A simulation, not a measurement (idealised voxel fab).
Presented below is a process module, voxel transistor to metal.
FYI the section here is cut, 300 nm wide, cells are 5 nm squares.
Reading order for cross-sections: top band down to bottom band. Underlying form: a grid of square cells. Band size: one or more rows of cells. It is stipulated that each band's entry specify, in nanometres, the height of the top of the band and then that of its bottom, followed by the materials of the band in left-to-right sequence, each together with its width in nanometres. A single material marked by the word "everywhere" is understood to fill the band from edge to edge; the word "empty" is understood to denote empty space. Ref level 0: as-received wafer is one material below here. Bottom band extends down with no lower bound ("0 down"). A two-number width, for instance "30 to 40", indicates that the width is equal to the first number in the top row of the band and to the second number in the bottom row, and that it changes by a constant amount per row of cells. Given "no modification" for a step, no cell of the cross-section differs between before and after that step. "Cavities, sealed" contains a list of empty spaces, each no smaller than 8 cells and without an open way to the top, written in the form width x height at distance with the distance from the left edge and all three in nm. It should be noted that, on the line of a given step, the content following the step's settings is a remark produced by the simulator itself with respect to that step. overlay nm: right-of-plan distance of the mask on a masked step; negative values mean left-of-plan. Note on reading: below, each pair holds a cross-section from before one process step and one from after it; the one from after shows only down to the lowest band that changed. Beneath the pair, the step in between is stated along with its settings. The pairs can stem from different runs of this module on the same starting wafer. Where a pair's entry headed "Status quo ante" says so, and only there, that pair continues from the pair above it.

-- Status quo ante
	85 to 80: empty 25, then SiCN 25, then empty 50, then SiCN 25, then empty 25, then SiCN 25, then empty 50, then SiCN 25, then empty 50
	80 to 55: empty 25, then SiCN 5, then W 15, then SiCN 5, then empty 50, then SiCN 5, then W 15, then SiCN 5, then empty 25, then SiCN 5, then W 15, then SiCN 5, then empty 50, then SiCN 5, then W 15, then SiCN 5, then empty 50
	55 to 50: SiCN 30, then TiN 15, then SiCN 60, then TiN 15, then SiCN 35, then TiN 15, then SiCN 60, then TiN 15, then SiCN 55
	50 to 40: SiO2 40, then TiN 5, then Ru 20 to 15, then TiN 5 to 10, then SiO2 30, then TiN 5 to 10, then Ru 20 to 15, then TiN 5, then SiO2 35, then TiN 5, then Ru 20 to 15, then TiN 5 to 10, then SiO2 30, then TiN 5 to 10, then Ru 20 to 15, then TiN 5, then SiO2 45
	40 to 30: SiO2 40, then TiN 5, then Ru 15, then TiN 5, then SiN 5, then SiO2 5, then SiCN 20, then SiO2 5, then SiN 5, then TiN 5, then Ru 15, then TiN 5, then SiO2 35, then TiN 5, then Ru 15, then TiN 5, then SiN 5, then SiO2 5, then SiCN 20, then SiO2 5, then SiN 5, then TiN 5, then Ru 15, then TiN 5, then SiO2 45
	30 to 15: SiO2 40, then TiN 5, then Ru 15, then TiN 5, then SiN 5, then SiO2 5, then polySi 20, then SiO2 5, then SiN 5, then TiN 5, then Ru 15, then TiN 5, then SiO2 35, then TiN 5, then Ru 15, then TiN 5, then SiN 5, then SiO2 5, then polySi 20, then SiO2 5, then SiN 5, then TiN 5, then Ru 15, then TiN 5, then SiO2 45
	15 to 10: SiO2 40, then TiN 25, then SiN 5, then SiO2 5, then polySi 20, then SiO2 5, then SiN 5, then TiN 25, then SiO2 35, then TiN 25, then SiN 5, then SiO2 5, then polySi 20, then SiO2 5, then SiN 5, then TiN 25, then SiO2 45
	10 to 0: SiO2 40, then TiN 10, then pSi 15, then SiN 5, then SiO2 5, then polySi 20, then SiO2 5, then SiN 5, then pSi 15, then TiN 10, then SiO2 35, then TiN 10, then pSi 15, then SiN 5, then SiO2 5, then polySi 20, then SiO2 5, then SiN 5, then pSi 15, then TiN 10, then SiO2 45
	0 to -5: SiO2 30, then pSi 35, then SiO2 40, then pSi 35, then SiO2 15, then pSi 35, then SiO2 40, then pSi 35, then SiO2 35
	-5 to -15: SiO2 35, then pSi 30, then Si 40, then pSi 30, then SiO2 25, then pSi 30, then Si 40, then pSi 30, then SiO2 40
	-15 to -20: SiO2 35, then Si 100, then SiO2 25, then Si 100, then SiO2 40
	-20 down: Si everywhere
	Cavities, sealed: none

-- Step Outcome
	95 to 85: SiO2 everywhere
	85 to 80: SiO2 25, then SiCN 25, then SiO2 50, then SiCN 25, then SiO2 25, then SiCN 25, then SiO2 50, then SiCN 25, then SiO2 50
	80 to 55: SiO2 25, then SiCN 5, then W 15, then SiCN 5, then SiO2 50, then SiCN 5, then W 15, then SiCN 5, then SiO2 25, then SiCN 5, then W 15, then SiCN 5, then SiO2 50, then SiCN 5, then W 15, then SiCN 5, then SiO2 50
	Below 55, no change.
	Cavities, sealed: none
What was done to get from the upper cross-section to the lower one? FILL_DEP,material SiO2,thk nm 10

Status quo ante: unchanged from the after cross-section in the pair immediately above; refer to that figure.

-- Step Outcome
	80 to 55: SiO2 25, then SiCN 5, then W 15, then SiCN 5, then SiO2 50, then SiCN 5, then W 15, then SiCN 5, then SiO2 25, then SiCN 5, then W 15, then SiCN 5, then SiO2 50, then SiCN 5, then W 15, then SiCN 5, then SiO2 50
	Below 55, no change.
	Cavities, sealed: none
What was done to get from the upper cross-section to the lower one? CMP,height nm 80

Status quo ante: unchanged from the after cross-section in the pair immediately above; refer to that figure.

-- Step Outcome
	85 to 80: SiCN everywhere
	Below 80, no change.
	Cavities, sealed: none
What was done to get from the upper cross-section to the lower one? CONFORMAL_DEP,material SiCN,thk nm 5

-- Status quo ante
	40 to 30: empty 70, then SiO2 5, then SiCN 20, then SiO2 5, then empty 95, then SiO2 5, then SiCN 20, then SiO2 5, then empty 75
	30 to 0: empty 70, then SiO2 5, then polySi 20, then SiO2 5, then empty 95, then SiO2 5, then polySi 20, then SiO2 5, then empty 75
	0 to -5: SiO2 everywhere
	-5 to -20: SiO2 35, then Si 100, then SiO2 25, then Si 100, then SiO2 40
	-20 down: Si everywhere
	Cavities, sealed: none

-- Step Outcome
	45 to 40: empty 65, then SiCN 40, then empty 85, then SiCN 40, then empty 70
	40 to 30: empty 65, then SiCN 5, then SiO2 5, then SiCN 20, then SiO2 5, then SiCN 5, then empty 85, then SiCN 5, then SiO2 5, then SiCN 20, then SiO2 5, then SiCN 5, then empty 70
	30 to 5: empty 65, then SiCN 5, then SiO2 5, then polySi 20, then SiO2 5, then SiCN 5, then empty 85, then SiCN 5, then SiO2 5, then polySi 20, then SiO2 5, then SiCN 5, then empty 70
	5 to 0: SiCN 70, then SiO2 5, then polySi 20, then SiO2 5, then SiCN 95, then SiO2 5, then polySi 20, then SiO2 5, then SiCN 75
	Below 0, no change.
	Cavities, sealed: none
What was done to get from the upper cross-section to the lower one? CONFORMAL_DEP,material SiCN,thk nm 5

Status quo ante: unchanged from the after cross-section in the pair immediately above; refer to that figure.

-- Step Outcome
	55 to 45: SiO2 everywhere
	45 to 40: SiO2 65, then SiCN 40, then SiO2 85, then SiCN 40, then SiO2 70
	40 to 30: SiO2 65, then SiCN 5, then SiO2 5, then SiCN 20, then SiO2 5, then SiCN 5, then SiO2 85, then SiCN 5, then SiO2 5, then SiCN 20, then SiO2 5, then SiCN 5, then SiO2 70
	30 to 5: SiO2 65, then SiCN 5, then SiO2 5, then polySi 20, then SiO2 5, then SiCN 5, then SiO2 85, then SiCN 5, then SiO2 5, then polySi 20, then SiO2 5, then SiCN 5, then SiO2 70
	Below 5, no change.
	Cavities, sealed: none
What was done to get from the upper cross-section to the lower one? FILL_DEP,material SiO2,thk nm 10

Status quo ante: unchanged from the after cross-section in the pair immediately above; refer to that figure.

-- Step Outcome
	40 to 30: SiO2 65, then SiCN 5, then SiO2 5, then SiCN 20, then SiO2 5, then SiCN 5, then SiO2 85, then SiCN 5, then SiO2 5, then SiCN 20, then SiO2 5, then SiCN 5, then SiO2 70
	Below 30, no change.
	Cavities, sealed: none
What was done to get from the upper cross-section to the lower one? CMP,height nm 40

Status quo ante: unchanged from the after cross-section in the pair immediately above; refer to that figure.

-- Step Outcome
	50 to 40: SiO2 everywhere
	Below 40, no change.
	Cavities, sealed: none
What was done to get from the upper cross-section to the lower one? DIRECTIONAL_DEP,material SiO2,thk nm 10

Status quo ante: unchanged from the after cross-section in the pair immediately above; refer to that figure.

-- Step Outcome
	70 to 50: resist 40, then empty 30, then resist 30, then empty 30, then resist 35, then empty 30, then resist 30, then empty 30, then resist 45
	Below 50, no change.
	Cavities, sealed: none
What was done to get from the upper cross-section to the lower one? PATTERN,tone open,mask id CONTACT,material resist,width nm 30,thk nm 20,overlay nm 0

Status quo ante: unchanged from the after cross-section in the pair immediately above; refer to that figure.

-- Step Outcome
	70 to 50: resist 40, then empty 30, then resist 30, then empty 30, then resist 35, then empty 30, then resist 30, then empty 30, then resist 45
	50 to 40: SiO2 40, then empty 30, then SiO2 30, then empty 30, then SiO2 35, then empty 30, then SiO2 30, then empty 30, then SiO2 45
	40 to 30: SiO2 40, then empty 25, then SiCN 5, then SiO2 5, then SiCN 20, then SiO2 5, then SiCN 5, then empty 25, then SiO2 35, then empty 25, then SiCN 5, then SiO2 5, then SiCN 20, then SiO2 5, then SiCN 5, then empty 25, then SiO2 45
	30 to 5: SiO2 40, then empty 25, then SiCN 5, then SiO2 5, then polySi 20, then SiO2 5, then SiCN 5, then empty 25, then SiO2 35, then empty 25, then SiCN 5, then SiO2 5, then polySi 20, then SiO2 5, then SiCN 5, then empty 25, then SiO2 45
	Below 5, no change.
	Cavities, sealed: none
What was done to get from the upper cross-section to the lower one? DIRECTIONAL_ETCH,etch materials SiO2,depth nm 50

Status quo ante: unchanged from the after cross-section in the pair immediately above; refer to that figure.

-- Step Outcome
	50 to 40: SiO2 40, then empty 30, then SiO2 30, then empty 30, then SiO2 35, then empty 30, then SiO2 30, then empty 30, then SiO2 45
	Below 40, no change.
	Cavities, sealed: none
What was done to get from the upper cross-section to the lower one? STRIP,etch materials resist

Status quo ante: unchanged from the after cross-section in the pair immediately above; refer to that figure.

-- Step Outcome
	55 to 50: TiN 45, then empty 20, then TiN 40, then empty 20, then TiN 45, then empty 20, then TiN 40, then empty 20, then TiN 50
	50 to 40: SiO2 40, then TiN 5, then empty 20 to 15, then TiN 5 to 10, then SiO2 30, then TiN 5 to 10, then empty 20 to 15, then TiN 5, then SiO2 35, then TiN 5, then empty 20 to 15, then TiN 5 to 10, then SiO2 30, then TiN 5 to 10, then empty 20 to 15, then TiN 5, then SiO2 45
	40 to 30: SiO2 40, then TiN 5, then empty 15, then TiN 5, then SiCN 5, then SiO2 5, then SiCN 20, then SiO2 5, then SiCN 5, then TiN 5, then empty 15, then TiN 5, then SiO2 35, then TiN 5, then empty 15, then TiN 5, then SiCN 5, then SiO2 5, then SiCN 20, then SiO2 5, then SiCN 5, then TiN 5, then empty 15, then TiN 5, then SiO2 45
	30 to 10: SiO2 40, then TiN 5, then empty 15, then TiN 5, then SiCN 5, then SiO2 5, then polySi 20, then SiO2 5, then SiCN 5, then TiN 5, then empty 15, then TiN 5, then SiO2 35, then TiN 5, then empty 15, then TiN 5, then SiCN 5, then SiO2 5, then polySi 20, then SiO2 5, then SiCN 5, then TiN 5, then empty 15, then TiN 5, then SiO2 45
	10 to 5: SiO2 40, then TiN 25, then SiCN 5, then SiO2 5, then polySi 20, then SiO2 5, then SiCN 5, then TiN 25, then SiO2 35, then TiN 25, then SiCN 5, then SiO2 5, then polySi 20, then SiO2 5, then SiCN 5, then TiN 25, then SiO2 45
	Below 5, no change.
	Cavities, sealed: none
What was done to get from the upper cross-section to the lower one? CONFORMAL_DEP,material TiN,thk nm 5

Status quo ante: unchanged from the after cross-section in the pair immediately above; refer to that figure.

-- Step Outcome
	60 to 55: Ru everywhere
	55 to 50: TiN 45, then Ru 20, then TiN 40, then Ru 20, then TiN 45, then Ru 20, then TiN 40, then Ru 20, then TiN 50
	50 to 40: SiO2 40, then TiN 5, then Ru 20 to 15, then TiN 5 to 10, then SiO2 30, then TiN 5 to 10, then Ru 20 to 15, then TiN 5, then SiO2 35, then TiN 5, then Ru 20 to 15, then TiN 5 to 10, then SiO2 30, then TiN 5 to 10, then Ru 20 to 15, then TiN 5, then SiO2 45
	40 to 30: SiO2 40, then TiN 5, then Ru 15, then TiN 5, then SiCN 5, then SiO2 5, then SiCN 20, then SiO2 5, then SiCN 5, then TiN 5, then Ru 15, then TiN 5, then SiO2 35, then TiN 5, then Ru 15, then TiN 5, then SiCN 5, then SiO2 5, then SiCN 20, then SiO2 5, then SiCN 5, then TiN 5, then Ru 15, then TiN 5, then SiO2 45
	30 to 10: SiO2 40, then TiN 5, then Ru 15, then TiN 5, then SiCN 5, then SiO2 5, then polySi 20, then SiO2 5, then SiCN 5, then TiN 5, then Ru 15, then TiN 5, then SiO2 35, then TiN 5, then Ru 15, then TiN 5, then SiCN 5, then SiO2 5, then polySi 20, then SiO2 5, then SiCN 5, then TiN 5, then Ru 15, then TiN 5, then SiO2 45
	Below 10, no change.
	Cavities, sealed: none
What was done to get from the upper cross-section to the lower one? FILL_DEP,material Ru,thk nm 5

Status quo ante: unchanged from the after cross-section in the pair immediately above; refer to that figure.

-- Step Outcome
	50 to 40: SiO2 40, then TiN 5, then Ru 20 to 15, then TiN 5 to 10, then SiO2 30, then TiN 5 to 10, then Ru 20 to 15, then TiN 5, then SiO2 35, then TiN 5, then Ru 20 to 15, then TiN 5 to 10, then SiO2 30, then TiN 5 to 10, then Ru 20 to 15, then TiN 5, then SiO2 45
	Below 40, no change.
	Cavities, sealed: none
What was done to get from the upper cross-section to the lower one? CMP,height nm 50

Status quo ante: unchanged from the after cross-section in the pair immediately above; refer to that figure.

-- Step Outcome
	55 to 50: TiN everywhere
	Below 50, no change.
	Cavities, sealed: none
What was done to get from the upper cross-section to the lower one? DIRECTIONAL_DEP,material TiN,thk nm 5

Status quo ante: unchanged from the after cross-section in the pair immediately above; refer to that figure.

-- Step Outcome
	80 to 55: W everywhere
	Below 55, no change.
	Cavities, sealed: none
What was done to get from the upper cross-section to the lower one? DIRECTIONAL_DEP,material W,thk nm 25

Status quo ante: unchanged from the after cross-section in the pair immediately above; refer to that figure.

-- Step Outcome
	90 to 80: aC everywhere
	Below 80, no change.
	Cavities, sealed: none
What was done to get from the upper cross-section to the lower one? DIRECTIONAL_DEP,material aC,thk nm 10

Status quo ante: unchanged from the after cross-section in the pair immediately above; refer to that figure.

-- Step Outcome
	120 to 90: empty 40, then resist 15, then empty 60, then resist 15, then empty 35, then resist 15, then empty 60, then resist 15, then empty 45
	Below 90, no change.
	Cavities, sealed: none
What was done to get from the upper cross-section to the lower one? PATTERN,tone cover,mask id METAL_1,material resist,width nm 15,thk nm 30,overlay nm 0

Status quo ante: unchanged from the after cross-section in the pair immediately above; refer to that figure.

-- Step Outcome
	110 to 90: empty 40, then resist 15, then empty 60, then resist 15, then empty 35, then resist 15, then empty 60, then resist 15, then empty 45
	90 to 80: empty 40, then aC 15, then empty 60, then aC 15, then empty 35, then aC 15, then empty 60, then aC 15, then empty 45
	Below 80, no change.
	Cavities, sealed: none
What was done to get from the upper cross-section to the lower one? DIRECTIONAL_ETCH,etch materials aC,depth nm 10

Status quo ante: unchanged from the after cross-section in the pair immediately above; refer to that figure.

-- Step Outcome
	90 to 80: empty 40, then aC 15, then empty 60, then aC 15, then empty 35, then aC 15, then empty 60, then aC 15, then empty 45
	Below 80, no change.
	Cavities, sealed: none
What was done to get from the upper cross-section to the lower one? STRIP,etch materials resist

Status quo ante: unchanged from the after cross-section in the pair immediately above; refer to that figure.

-- Step Outcome
	90 to 80: empty 40, then aC 15, then empty 60, then aC 15, then empty 35, then aC 15, then empty 60, then aC 15, then empty 45
	80 to 55: empty 40, then W 15, then empty 60, then W 15, then empty 35, then W 15, then empty 60, then W 15, then empty 45
	Below 55, no change.
	Cavities, sealed: none
What was done to get from the upper cross-section to the lower one? DIRECTIONAL_ETCH,etch materials W,depth nm 25

Status quo ante: unchanged from the after cross-section in the pair immediately above; refer to that figure.

-- Step Outcome
	90 to 80: empty 40, then aC 15, then empty 60, then aC 15, then empty 35, then aC 15, then empty 60, then aC 15, then empty 45
	80 to 55: empty 40, then W 15, then empty 60, then W 15, then empty 35, then W 15, then empty 60, then W 15, then empty 45
	55 to 50: empty 40, then TiN 15, then empty 60, then TiN 15, then empty 35, then TiN 15, then empty 60, then TiN 15, then empty 45
	Below 50, no change.
	Cavities, sealed: none
What was done to get from the upper cross-section to the lower one? DIRECTIONAL_ETCH,etch materials TiN,depth nm 5

Status quo ante: unchanged from the after cross-section in the pair immediately above; refer to that figure.

-- Step Outcome
	80 to 55: empty 40, then W 15, then empty 60, then W 15, then empty 35, then W 15, then empty 60, then W 15, then empty 45
	Below 55, no change.
	Cavities, sealed: none
What was done to get from the upper cross-section to the lower one? STRIP,etch materials aC

Status quo ante: unchanged from the after cross-section in the pair immediately above; refer to that figure.

-- Step Outcome
	85 to 80: empty 35, then SiCN 25, then empty 50, then SiCN 25, then empty 25, then SiCN 25, then empty 50, then SiCN 25, then empty 40
	80 to 55: empty 35, then SiCN 5, then W 15, then SiCN 5, then empty 50, then SiCN 5, then W 15, then SiCN 5, then empty 25, then SiCN 5, then W 15, then SiCN 5, then empty 50, then SiCN 5, then W 15, then SiCN 5, then empty 40
	55 to 50: SiCN 40, then TiN 15, then SiCN 60, then TiN 15, then SiCN 35, then TiN 15, then SiCN 60, then TiN 15, then SiCN 45
	Below 50, no change.
	Cavities, sealed: none
What was done to get from the upper cross-section to the lower one? CONFORMAL_DEP,material SiCN,thk nm 5

Status quo ante: unchanged from the after cross-section in the pair immediately above; refer to that figure.

-- Step Outcome
	95 to 85: SiO2 everywhere
	85 to 80: SiO2 35, then SiCN 25, then SiO2 50, then SiCN 25, then SiO2 25, then SiCN 25, then SiO2 50, then SiCN 25, then SiO2 40
	80 to 55: SiO2 35, then SiCN 5, then W 15, then SiCN 5, then SiO2 50, then SiCN 5, then W 15, then SiCN 5, then SiO2 25, then SiCN 5, then W 15, then SiCN 5, then SiO2 50, then SiCN 5, then W 15, then SiCN 5, then SiO2 40
	Below 55, no change.
	Cavities, sealed: none
What was done to get from the upper cross-section to the lower one? FILL_DEP,material SiO2,thk nm 10

Status quo ante: unchanged from the after cross-section in the pair immediately above; refer to that figure.

-- Step Outcome
	80 to 55: SiO2 35, then SiCN 5, then W 15, then SiCN 5, then SiO2 50, then SiCN 5, then W 15, then SiCN 5, then SiO2 25, then SiCN 5, then W 15, then SiCN 5, then SiO2 50, then SiCN 5, then W 15, then SiCN 5, then SiO2 40
	Below 55, no change.
	Cavities, sealed: none
What was done to get from the upper cross-section to the lower one? CMP,height nm 80

Status quo ante: unchanged from the after cross-section in the pair immediately above; refer to that figure.

-- Step Outcome
	85 to 80: SiCN everywhere
	Below 80, no change.
	Cavities, sealed: none
What was done to get from the upper cross-section to the lower one? CONFORMAL_DEP,material SiCN,thk nm 5

-- Status quo ante
	90 to 80: aC everywhere
	80 to 55: W everywhere
	55 to 50: TiN everywhere
	50 to 40: SiO2 40, then TiN 5, then Ru 20 to 15, then TiN 5 to 10, then SiO2 30, then TiN 5 to 10, then Ru 20 to 15, then TiN 5, then SiO2 35, then TiN 5, then Ru 20 to 15, then TiN 5 to 10, then SiO2 30, then TiN 5 to 10, then Ru 20 to 15, then TiN 5, then SiO2 45
	40 to 30: SiO2 40, then TiN 5, then Ru 15, then TiN 5, then SiN 5, then SiO2 5, then SiCN 20, then SiO2 5, then SiN 5, then TiN 5, then Ru 15, then TiN 5, then SiO2 35, then TiN 5, then Ru 15, then TiN 5, then SiN 5, then SiO2 5, then SiCN 20, then SiO2 5, then SiN 5, then TiN 5, then Ru 15, then TiN 5, then SiO2 45
	30 to 15: SiO2 40, then TiN 5, then Ru 15, then TiN 5, then SiN 5, then SiO2 5, then polySi 20, then SiO2 5, then SiN 5, then TiN 5, then Ru 15, then TiN 5, then SiO2 35, then TiN 5, then Ru 15, then TiN 5, then SiN 5, then SiO2 5, then polySi 20, then SiO2 5, then SiN 5, then TiN 5, then Ru 15, then TiN 5, then SiO2 45
	15 to 10: SiO2 40, then TiN 25, then SiN 5, then SiO2 5, then polySi 20, then SiO2 5, then SiN 5, then TiN 25, then SiO2 35, then TiN 25, then SiN 5, then SiO2 5, then polySi 20, then SiO2 5, then SiN 5, then TiN 25, then SiO2 45
	10 to 0: SiO2 40, then TiN 10, then pSi 15, then SiN 5, then SiO2 5, then polySi 20, then SiO2 5, then SiN 5, then pSi 15, then TiN 10, then SiO2 35, then TiN 10, then pSi 15, then SiN 5, then SiO2 5, then polySi 20, then SiO2 5, then SiN 5, then pSi 15, then TiN 10, then SiO2 45
	0 to -5: SiO2 30, then pSi 35, then SiO2 40, then pSi 35, then SiO2 15, then pSi 35, then SiO2 40, then pSi 35, then SiO2 35
	-5 to -15: SiO2 35, then pSi 30, then Si 40, then pSi 30, then SiO2 25, then pSi 30, then Si 40, then pSi 30, then SiO2 40
	-15 to -20: SiO2 35, then Si 100, then SiO2 25, then Si 100, then SiO2 40
	-20 down: Si everywhere
	Cavities, sealed: none

-- Step Outcome
	120 to 90: resist 40, then empty 15, then resist 60, then empty 15, then resist 35, then empty 15, then resist 60, then empty 15, then resist 45
	Below 90, no change.
	Cavities, sealed: none
What was done to get from the upper cross-section to the lower one? PATTERN,tone open,mask id METAL_1,material resist,width nm 15,thk nm 30,overlay nm 0

Status quo ante: unchanged from the after cross-section in the pair immediately above; refer to that figure.

-- Step Outcome
	110 to 90: resist 40, then empty 15, then resist 60, then empty 15, then resist 35, then empty 15, then resist 60, then empty 15, then resist 45
	90 to 80: aC 40, then empty 15, then aC 60, then empty 15, then aC 35, then empty 15, then aC 60, then empty 15, then aC 45
	Below 80, no change.
	Cavities, sealed: none
What was done to get from the upper cross-section to the lower one? DIRECTIONAL_ETCH,etch materials aC,depth nm 10

Status quo ante: unchanged from the after cross-section in the pair immediately above; refer to that figure.

-- Step Outcome
	90 to 80: aC 40, then empty 15, then aC 60, then empty 15, then aC 35, then empty 15, then aC 60, then empty 15, then aC 45
	Below 80, no change.
	Cavities, sealed: none
What was done to get from the upper cross-section to the lower one? STRIP,etch materials resist

Status quo ante: unchanged from the after cross-section in the pair immediately above; refer to that figure.

-- Step Outcome
	90 to 80: aC 40, then empty 15, then aC 60, then empty 15, then aC 35, then empty 15, then aC 60, then empty 15, then aC 45
	80 to 55: W 40, then empty 15, then W 60, then empty 15, then W 35, then empty 15, then W 60, then empty 15, then W 45
	Below 55, no change.
	Cavities, sealed: none
What was done to get from the upper cross-section to the lower one? DIRECTIONAL_ETCH,etch materials W,depth nm 25

Status quo ante: unchanged from the after cross-section in the pair immediately above; refer to that figure.

-- Step Outcome
	90 to 80: aC 40, then empty 15, then aC 60, then empty 15, then aC 35, then empty 15, then aC 60, then empty 15, then aC 45
	80 to 55: W 40, then empty 15, then W 60, then empty 15, then W 35, then empty 15, then W 60, then empty 15, then W 45
	55 to 50: TiN 40, then empty 15, then TiN 60, then empty 15, then TiN 35, then empty 15, then TiN 60, then empty 15, then TiN 45
	Below 50, no change.
	Cavities, sealed: none
What was done to get from the upper cross-section to the lower one? DIRECTIONAL_ETCH,etch materials TiN,depth nm 5

Status quo ante: unchanged from the after cross-section in the pair immediately above; refer to that figure.

-- Step Outcome
	80 to 55: W 40, then empty 15, then W 60, then empty 15, then W 35, then empty 15, then W 60, then empty 15, then W 45
	Below 55, no change.
	Cavities, sealed: none
What was done to get from the upper cross-section to the lower one? STRIP,etch materials aC

Status quo ante: unchanged from the after cross-section in the pair immediately above; refer to that figure.

-- Step Outcome
	85 to 80: SiCN 45, then empty 5, then SiCN 70, then empty 5, then SiCN 45, then empty 5, then SiCN 70, then empty 5, then SiCN 50
	80 to 55: W 40, then SiCN 5, then empty 5, then SiCN 5, then W 60, then SiCN 5, then empty 5, then SiCN 5, then W 35, then SiCN 5, then empty 5, then SiCN 5, then W 60, then SiCN 5, then empty 5, then SiCN 5, then W 45
	55 to 50: TiN 40, then SiCN 15, then TiN 60, then SiCN 15, then TiN 35, then SiCN 15, then TiN 60, then SiCN 15, then TiN 45
	Below 50, no change.
	Cavities, sealed: none
What was done to get from the upper cross-section to the lower one? CONFORMAL_DEP,material SiCN,thk nm 5

Status quo ante: unchanged from the after cross-section in the pair immediately above; refer to that figure.

-- Step Outcome
	95 to 85: SiO2 everywhere
	85 to 80: SiCN 45, then SiO2 5, then SiCN 70, then SiO2 5, then SiCN 45, then SiO2 5, then SiCN 70, then SiO2 5, then SiCN 50
	80 to 55: W 40, then SiCN 5, then SiO2 5, then SiCN 5, then W 60, then SiCN 5, then SiO2 5, then SiCN 5, then W 35, then SiCN 5, then SiO2 5, then SiCN 5, then W 60, then SiCN 5, then SiO2 5, then SiCN 5, then W 45
	Below 55, no change.
	Cavities, sealed: none
What was done to get from the upper cross-section to the lower one? FILL_DEP,material SiO2,thk nm 10

Status quo ante: unchanged from the after cross-section in the pair immediately above; refer to that figure.

-- Step Outcome
	80 to 55: W 40, then SiCN 5, then SiO2 5, then SiCN 5, then W 60, then SiCN 5, then SiO2 5, then SiCN 5, then W 35, then SiCN 5, then SiO2 5, then SiCN 5, then W 60, then SiCN 5, then SiO2 5, then SiCN 5, then W 45
	Below 55, no change.
	Cavities, sealed: none
What was done to get from the upper cross-section to the lower one? CMP,height nm 80

Status quo ante: unchanged from the after cross-section in the pair immediately above; refer to that figure.

-- Step Outcome
	85 to 80: SiCN everywhere
	Below 80, no change.
	Cavities, sealed: none
What was done to get from the upper cross-section to the lower one? CONFORMAL_DEP,material SiCN,thk nm 5
